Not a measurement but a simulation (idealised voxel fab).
A process module follows: voxel wiring stack.
Pictured: cross-section cut, 205 nm wide, on a grid of 5 nm square cells.
A cross-section is a grid of square cells, given in bands from the top down. A band is one or more rows of cells.
What a band's entry tells you: where the top is and where the bottom is, as heights in nm, and after that what lies inside, material by material from left to right, each with its width in nm. Empty space is written as the word "blank", and a single material marked with the word "everywhere" occupies the band from edge to edge.
Note: height 0 marks the level under which the wafer is uniformly one material as received. Lowest band unbounded below, written "0 down".
Width spec "30->40" -> top row of cells at first value, bottom row at second value, equal per-row change in between.
A step reported as "left unchanged" is a step in which no cell of the cross-section changed.
Each empty space that has no open way to the top and spans at least 8 cells appears under "Trapped cavities" as width x height at distance, the distance counted from the left edge, all in nm.
On each step's line, the part that comes after the settings is the simulator's own comment on the step.
overlay nm: on a step with a mask, how far right of its planned place the mask lay; negative means left.
The process steps that were planned are listed below
1,RECEIVE | material Si
2,CONFORMAL_DEP | material SiO2 | thk nm 15
3,DIRECTIONAL_DEP | material TiN | thk nm 5
4,DIRECTIONAL_DEP | material W | thk nm 15
5,MASKED_ETCH | tone cover | mask id METAL_1 | width nm 25 | pitch nm 55 | etch materials W | depth nm 15 | overlay nm 0
6,MASKED_ETCH | tone cover | mask id METAL_1 | width nm 25 | pitch nm 55 | etch materials TiN | depth nm 5 | overlay nm 0
7,CONFORMAL_DEP | material SiCN | thk nm 5
8,FILL_DEP | material SiO2 | thk nm 10
9,CMP | height nm 35
10,CONFORMAL_DEP | material SiCN | thk nm 5
11,DIRECTIONAL_DEP | material SiO2 | thk nm 20
12,PATTERN | tone open | mask id PLUG_1 | material resist | width nm 15 | pitch nm 55 | thk nm 15 | overlay nm 0
13,DIRECTIONAL_ETCH | etch materials SiO2 | depth nm 20
14,DIRECTIONAL_ETCH | etch materials SiCN | depth nm 5
15,STRIP | etch materials resist
16,CONFORMAL_DEP | material TiN | thk nm 5
17,FILL_DEP | material Cu | thk nm 5
18,CMP | height nm 60
19,CONFORMAL_DEP | material SiCN | thk nm 5
20,DIRECTIONAL_DEP | material lowk | thk nm 15
21,DIRECTIONAL_DEP | material aC | thk nm 10
22,PATTERN | tone open | mask id METAL_2 | material resist | width nm 25 | pitch nm 55 | thk nm 25 | overlay nm 0
23,DIRECTIONAL_ETCH | etch materials aC | depth nm 10
24,STRIP | etch materials resist
25,DIRECTIONAL_ETCH | etch materials lowk | depth nm 15
26,DIRECTIONAL_ETCH | etch materials SiCN | depth nm 5
27,STRIP | etch materials aC
28,CONFORMAL_DEP | material TiN | thk nm 5
29,FILL_DEP | material Cu | thk nm 10
30,CMP | height nm 80
31,CONFORMAL_DEP | material SiCN | thk nm 5
32,DIRECTIONAL_DEP | material SiO2 | thk nm 15
33,PATTERN | tone open | mask id PLUG_2 | material resist | width nm 15 | pitch nm 55 | thk nm 20 | overlay nm 0
34,DIRECTIONAL_ETCH | etch materials SiO2 | depth nm 15
35,DIRECTIONAL_ETCH | etch materials SiCN | depth nm 5
36,STRIP | etch materials resist
37,EPI | material Ru | thk nm 10
38,EPI | material Ru | thk nm 10
39,CONFORMAL_DEP | material SiCN | thk nm 5
40,DIRECTIONAL_DEP | material SiO2 | thk nm 20
41,DIRECTIONAL_DEP | material aC | thk nm 10
42,PATTERN | tone open | mask id METAL_3 | material resist | width nm 15 | pitch nm 55 | thk nm 25 | overlay nm 0
43,DIRECTIONAL_ETCH | etch materials aC | depth nm 10
44,STRIP | etch materials resist
45,DIRECTIONAL_ETCH | etch materials SiO2 | depth nm 20
46,DIRECTIONAL_ETCH | etch materials SiCN | depth nm 5
47,STRIP | etch materials aC
48,CONFORMAL_DEP | material TiN | thk nm 5
49,FILL_DEP | material Ru | thk nm 10
50,CMP | height nm 125
51,CONFORMAL_DEP | material SiN | thk nm 5
The value of width nm given for step 42 in the plan refers to the first wafer; the wafers vary in this setting and are alike at the start.
Cross-section of the first of several received wafers, showing its state after step 1
0 down | Si everywhere
Trapped cavities: none
Here is the cross-section of the first of several wafers at the end of the module, after its last step, step 51
130 to 125 | SiN everywhere
125 to 105 | 65 nm SiO2 / 5 nm TiN / 5 nm Ru / 5 nm TiN / 40 nm SiO2 / 5 nm TiN / 5 nm Ru / 5 nm TiN / 70 nm SiO2
105 to 100 | 65 nm SiCN / 15 nm TiN / 40 nm SiCN / 15 nm TiN / 70 nm SiCN
100 to 85 | 60 nm SiO2 / 15 nm Ru / 40 nm SiO2 / 15 nm Ru / 75 nm SiO2
85 to 80 | 60 nm SiCN / 15 nm Ru / 40 nm SiCN / 15 nm Ru / 75 nm SiCN
80 to 65 | 60 nm lowk / 5 nm TiN / 15 nm Cu / 5 nm TiN / 30 nm lowk / 5 nm TiN / 15 nm Cu / 5 nm TiN / 65 nm lowk
65 to 60 | 60 nm SiCN / 25 nm TiN / 30 nm SiCN / 25 nm TiN / 65 nm SiCN
60 to 40 | 60 nm SiO2 / 5 nm TiN / 5 nm Cu / 5 nm TiN / 40 nm SiO2 / 5 nm TiN / 5 nm Cu / 5 nm TiN / 75 nm SiO2
40 to 35 | 60 nm SiCN / 15 nm TiN / 40 nm SiCN / 15 nm TiN / 75 nm SiCN
35 to 20 | 55 nm SiO2 / 5 nm SiCN / 25 nm W / 5 nm SiCN / 20 nm SiO2 / 5 nm SiCN / 25 nm W / 5 nm SiCN / 60 nm SiO2
20 to 15 | 60 nm SiCN / 25 nm TiN / 30 nm SiCN / 25 nm TiN / 65 nm SiCN
15 to 0 | SiO2 everywhere
0 down | Si everywhere
Trapped cavities: none
Cross-section of the last wafer at end of module
130 to 125 | SiN everywhere
125 to 105 | 55 nm SiO2 / 5 nm TiN / 30 nm Ru / 5 nm TiN / 15 nm SiO2 / 5 nm TiN / 30 nm Ru / 5 nm TiN / 55 nm SiO2
105 to 100 | 55 nm SiCN / 40 nm TiN / 15 nm SiCN / 40 nm TiN / 55 nm SiCN
100 to 85 | 60 nm SiO2 / 15 nm Ru / 40 nm SiO2 / 15 nm Ru / 75 nm SiO2
85 to 80 | 60 nm SiCN / 15 nm Ru / 40 nm SiCN / 15 nm Ru / 75 nm SiCN
80 to 65 | 60 nm lowk / 5 nm TiN / 15 nm Cu / 5 nm TiN / 30 nm lowk / 5 nm TiN / 15 nm Cu / 5 nm TiN / 65 nm lowk
65 to 60 | 60 nm SiCN / 25 nm TiN / 30 nm SiCN / 25 nm TiN / 65 nm SiCN
60 to 40 | 60 nm SiO2 / 5 nm TiN / 5 nm Cu / 5 nm TiN / 40 nm SiO2 / 5 nm TiN / 5 nm Cu / 5 nm TiN / 75 nm SiO2
40 to 35 | 60 nm SiCN / 15 nm TiN / 40 nm SiCN / 15 nm TiN / 75 nm SiCN
35 to 20 | 55 nm SiO2 / 5 nm SiCN / 25 nm W / 5 nm SiCN / 20 nm SiO2 / 5 nm SiCN / 25 nm W / 5 nm SiCN / 60 nm SiO2
20 to 15 | 60 nm SiCN / 25 nm TiN / 30 nm SiCN / 25 nm TiN / 65 nm SiCN
15 to 0 | SiO2 everywhere
0 down | Si everywhere
Trapped cavities: none
Each row below is a wafer at the end of the module, listing for every material the number of cells it has gained (+) or lost (-) since it was received, followed by its closed voids
width nm 15, +26 Cu, +32 Ru, +179 SiCN, +41 SiN, +589 SiO2, +76 TiN, +30 W, +93 lowk, Trapped cavities: none
width nm 20, +26 Cu, +40 Ru, +177 SiCN, +41 SiN, +581 SiO2, +78 TiN, +30 W, +93 lowk, Trapped cavities: none
width nm 25, +26 Cu, +48 Ru, +175 SiCN, +41 SiN, +573 SiO2, +80 TiN, +30 W, +93 lowk, Trapped cavities: none
width nm 30, +26 Cu, +56 Ru, +173 SiCN, +41 SiN, +565 SiO2, +82 TiN, +30 W, +93 lowk, Trapped cavities: none
width nm 35, +26 Cu, +64 Ru, +171 SiCN, +41 SiN, +557 SiO2, +84 TiN, +30 W, +93 lowk, Trapped cavities: none
width nm 40, +26 Cu, +72 Ru, +169 SiCN, +41 SiN, +549 SiO2, +86 TiN, +30 W, +93 lowk, Trapped cavities: none
